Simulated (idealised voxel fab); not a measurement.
Module name: voxel transistor to metal (process module)
The cross-section shown here is cut; it is 150 nm wide and divided into square cells measuring 5 nm on a side.
A cross-section is written here as square cells arranged in a grid, and it is given in bands from the top down, each band taking up one or more rows of cells.
Within each band entry, the heights of the top and of the bottom of the band appear first, in that order and in nm; the materials of the band then follow from left to right, each with its corresponding width in nm. The designation "edge to edge" on a single material indicates that it fills the band from edge to edge; the designation "empty" indicates empty space.
Height datum 0, below which the as-received substrate wafer is one material. Lowest band open at the bottom, running downward: "top 0, no bottom".
The two numbers in a width such as "30->40" mark its ends across the band: the first belongs to the top row of cells, the second to the bottom row, and from each row to the next the width moves by the same amount.
"remained the same" means the step left every cell of the cross-section as it was.
"Trapped voids" - sealed voids, min. 8 cells, no opening to top; format: width x height at distance (distance from left edge; nm throughout).
That trailing text on a step's line, after the settings, is the simulator's own remark on the step.
"overlay nm" answers the question of how far to the right of plan the mask lay on a step that has a mask, and when it is negative the answer is to the left.
# These are the steps we planned for the process
| 1 | RECEIVE with material Si |
| 2 | OXIDIZE with depth nm 5 |
| 3 | CONFORMAL_DEP with material SiN, thk nm 10 |
| 4 | MASKED_ETCH with tone cover, mask id ACTIVE, width nm 95, etch materials SiN, depth nm 10, overlay nm 0 |
| 5 | MASKED_ETCH with tone cover, mask id ACTIVE, width nm 95, etch materials SiO2, depth nm 5, overlay nm 0 |
| 6 | MASKED_ETCH with tone cover, mask id ACTIVE, width nm 95, etch materials Si, depth nm 25, overlay nm 0 |
| 7 | FILL_DEP with material SiO2, thk nm 15 |
| 8 | CMP with height nm 10 |
| 9 | SELECTIVE_ETCH with etch materials SiO2, depth nm 10 |
| 10 | STRIP with etch materials SiN |
| 11 | SELECTIVE_ETCH with etch materials SiO2, depth nm 5 |
| 12 | OXIDIZE with depth nm 5 |
| 13 | DIRECTIONAL_DEP with material polySi, thk nm 25 |
| 14 | DIRECTIONAL_DEP with material SiCN, thk nm 15 |
| 15 | PATTERN with tone cover, mask id GATE, material resist, width nm 25, thk nm 20, overlay nm 0 |
| 16 | DIRECTIONAL_ETCH with etch materials SiCN, depth nm 25 |
| 17 | DIRECTIONAL_ETCH with etch materials polySi, depth nm 35 |
| 18 | STRIP with etch materials resist |
| 19 | CONFORMAL_DEP with material SiO2, thk nm 5 |
| 20 | DIRECTIONAL_ETCH with etch materials SiO2, depth nm 5 |
| 21 | CONFORMAL_DEP with material SiN, thk nm 5 |
| 22 | DIRECTIONAL_ETCH with etch materials SiN, depth nm 5 |
| 23 | DIRECTIONAL_ETCH with etch materials SiO2, depth nm 5 |
| 24 | DIRECTIONAL_ETCH with etch materials Si, depth nm 10 |
| 25 | EPI with material SiGe, thk nm 10 |
| 26 | FILL_DEP with material SiO2, thk nm 10 |
| 27 | CMP with height nm 35 |
| 28 | DIRECTIONAL_DEP with material SiO2, thk nm 10 |
| 29 | MASKED_ETCH with tone open, mask id CONTACT, width nm 25, pitch nm 60, etch materials SiO2, depth nm 55, overlay nm 0 |
| 30 | CONFORMAL_DEP with material TiN, thk nm 5 |
| 31 | FILL_DEP with material Ru, thk nm 5 |
| 32 | CMP with height nm 45 |
| 33 | DIRECTIONAL_DEP with material TiN, thk nm 5 |
| 34 | DIRECTIONAL_DEP with material Ru, thk nm 20 |
| 35 | PATTERN with tone cover, mask id METAL_1, material resist, width nm 15, pitch nm 70, thk nm 20, overlay nm 0 |
| 36 | DIRECTIONAL_ETCH with etch materials Ru, depth nm 20 |
| 37 | DIRECTIONAL_ETCH with etch materials TiN, depth nm 5 |
| 38 | STRIP with etch materials resist |
| 39 | CONFORMAL_DEP with material SiN, thk nm 5 |
| 40 | FILL_DEP with material SiO2, thk nm 5 |
| 41 | CMP with height nm 70 |
| 42 | CONFORMAL_DEP with material SiN, thk nm 5 |
# The cross-section here shows the wafer as received, i.e. in its state after step 1
	top 0, no bottom: Si edge to edge
	Trapped voids: none
# End-of-module cross-section of the first of two wafers, processed as planned
	top 75, bottom 70: SiN edge to edge
	top 70, bottom 50: 25 SiO2, then 5 SiN, then 15 Ru, then 5 SiN, then 45 SiO2, then 5 SiN, then 15 Ru, then 5 SiN, then 30 SiO2
	top 50, bottom 45: 30 SiN, then 15 TiN, then 55 SiN, then 15 TiN, then 35 SiN
	top 45, bottom 35: 30 SiO2, then 5 TiN, then 15->10 Ru, then 5->10 TiN, then 35 SiO2, then 5->10 TiN, then 15->10 Ru, then 5 TiN, then 35 SiO2
	top 35, bottom 20: 30 SiO2, then 5 TiN, then 10 Ru, then 5 TiN, then 5 SiN, then 5 SiO2, then 25 SiCN, then 5 SiO2, then 5 SiN, then 5 TiN, then 10 Ru, then 5 TiN, then 35 SiO2
	top 20, bottom 5: 30 SiO2, then 5 TiN, then 10 Ru, then 5 TiN, then 5 SiN, then 5 SiO2, then 25 polySi, then 5 SiO2, then 5 SiN, then 5 TiN, then 10 Ru, then 5 TiN, then 35 SiO2
	top 5, bottom 0: 30 SiO2, then 20 TiN, then 5 SiN, then 5 SiO2, then 25 polySi, then 5 SiO2, then 5 SiN, then 20 TiN, then 35 SiO2
	top 0, bottom -5: 30 SiO2, then 10 TiN, then 10 SiGe, then 5 SiN, then 5 SiO2, then 25 polySi, then 5 SiO2, then 5 SiN, then 10 SiGe, then 10 TiN, then 35 SiO2
	top -5, bottom -10: 30 SiO2, then 10 TiN, then 10 SiGe, then 45 SiO2, then 10 SiGe, then 10 TiN, then 35 SiO2
	top -10, bottom -20: 25 SiO2, then 25 SiGe, then 45 Si, then 25 SiGe, then 30 SiO2
	top -20, bottom -30: 25 SiO2, then 95 Si, then 30 SiO2
	top -30, no bottom: Si edge to edge
	Trapped voids: none
# Here is the second of the two wafers cut open at the end of the module - same start, same plan as the first one, but we made one mistake running it
	top 75, bottom 70: SiN edge to edge
	top 70, bottom 50: 25 SiO2, then 5 SiN, then 15 Ru, then 5 SiN, then 45 SiO2, then 5 SiN, then 15 Ru, then 5 SiN, then 30 SiO2
	top 50, bottom 45: 30 SiN, then 15 TiN, then 55 SiN, then 15 TiN, then 35 SiN
	top 45, bottom 40: 25 Ru, then 5 TiN, then 25 SiO2, then 5 TiN, then 25 Ru, then 5 TiN, then 25 SiO2, then 5 TiN, then 30 Ru
	top 40, bottom 35: 25 Ru, then 5 TiN, then 25 SiO2, then 35 TiN, then 25 SiO2, then 5 TiN, then 30 Ru
	top 35, bottom 20: 25 Ru, then 5 TiN, then 20 SiO2, then 5 SiN, then 5 TiN, then 25 SiCN, then 5 TiN, then 5 SiN, then 20 SiO2, then 5 TiN, then 30 Ru
	top 20, bottom 0: 25 Ru, then 5 TiN, then 20 SiO2, then 5 SiN, then 5 TiN, then 25 polySi, then 5 TiN, then 5 SiN, then 20 SiO2, then 5 TiN, then 30 Ru
	top 0, bottom -5: 25 Ru, then 5 TiN, then 10 SiO2, then 10 SiGe, then 5 SiN, then 5 TiN, then 25 polySi, then 5 TiN, then 5 SiN, then 10 SiGe, then 10 SiO2, then 5 TiN, then 30 Ru
	top -5, bottom -10: 30 TiN, then 10 SiO2, then 10 SiGe, then 5 SiO2, then 5 TiN, then 25 SiO2, then 5 TiN, then 5 SiO2, then 10 SiGe, then 10 SiO2, then 35 TiN
	top -10, bottom -20: 25 SiO2, then 25 SiGe, then 45 Si, then 25 SiGe, then 30 SiO2
	top -20, bottom -30: 25 SiO2, then 95 Si, then 30 SiO2
	top -30, no bottom: Si edge to edge
	Trapped voids: none
Processing error: in deviation from the planned setting, step 29 was conducted as MASKED_ETCH with tone cover, mask id CONTACT, width nm 25, pitch nm 60, etch materials SiO2, depth nm 55, overlay nm 0
The final cell counts differ between the wafers, with the second having more or fewer of some materials than the first: +81 Ru | -91 SiO2 | +10 TiN
